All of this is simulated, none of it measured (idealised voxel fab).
Process module under the name voxel gate over fins
We display cut, a cross-section 185 nm in width whose square cells are each 5 nm.
Cross-section = grid of square cells, listed top down in bands; band = one or more rows. Quick guide to a band line: top height, bottom height (nm) up front; then every material left to right with its width in nm. Only one material and it's marked "all across"? Then it fills the band edge to edge. And "blank" just means empty space. Convention: height 0 is the level below which the wafer, as received, is all one material. The lowest band does not terminate at the bottom but continues downward, represented as "0 nm and below". The width entry "30..40" should be interpreted row by row: the top row of cells in the band takes the first number, the bottom row takes the second number, and the change between adjacent rows is uniform throughout. The cross-section has no changed cell in any step marked "left unchanged". Under "Closed void table" you'll find the enclosed gaps, the ones with no way out to the top, that are 8 cells or bigger; each reads width x height at distance, with distance counted from the left edge, everything in nm. Formally, on a step line, whatever follows the settings is a remark that the simulator itself makes on the step. What "overlay nm" on a step's line means: if the step has a mask, that mask lay this far to the right of its planned place, or, when the value is negative, to the left.

**The planned process steps are enumerated hereunder**
| 1 | RECEIVE: material Si |
| 2 | CONFORMAL_DEP: material SiN, thk nm 10 |
| 3 | PATTERN: tone cover, mask id FINS, material resist, width nm 15, pitch nm 45, thk nm 15, overlay nm 0 |
| 4 | DIRECTIONAL_ETCH: etch materials SiN, depth nm 10 |
| 5 | DIRECTIONAL_ETCH: etch materials Si, depth nm 35 |
| 6 | STRIP: etch materials resist |
| 7 | OXIDIZE: depth nm 5 |
| 8 | FILL_DEP: material SiO2, thk nm 5 |
| 9 | CMP: height nm 10 |
| 10 | SELECTIVE_ETCH: etch materials SiO2, depth nm 25 |
| 11 | STRIP: etch materials SiN |
| 12 | CONFORMAL_DEP: material HfO2, thk nm 5 |
| 13 | CONFORMAL_DEP: material TiN, thk nm 5 |
| 14 | FILL_DEP: material W, thk nm 10 |
| 15 | CMP: height nm 15 |
| 16 | CONFORMAL_DEP: material SiCN, thk nm 5 |
Same starting wafers, different width nm at step 3. Plan value belongs to the first wafer.

**Cross-section: the first of several wafers in its as-received state, i.e. following step 1**
- 0 nm and below: Si all across
- Closed void table: none

**The rows of the table below are wafers. Looking at the end of the module, a row counts, for every material, the cells the wafer has gained, shown as (+), or lost, shown as (-), since it was received; its closed voids come next**
width nm 15, +49 HfO2, -280 Si, +37 SiCN, +175 SiO2, +49 TiN, +118 W, Closed void table: none
width nm 20, +49 HfO2, -264 Si, +37 SiCN, +165 SiO2, +49 TiN, +112 W, Closed void table: none
width nm 25, +49 HfO2, -248 Si, +37 SiCN, +155 SiO2, +49 TiN, +106 W, Closed void table: none
width nm 30, +49 HfO2, -232 Si, +37 SiCN, +145 SiO2, +49 TiN, +100 W, Closed void table: none
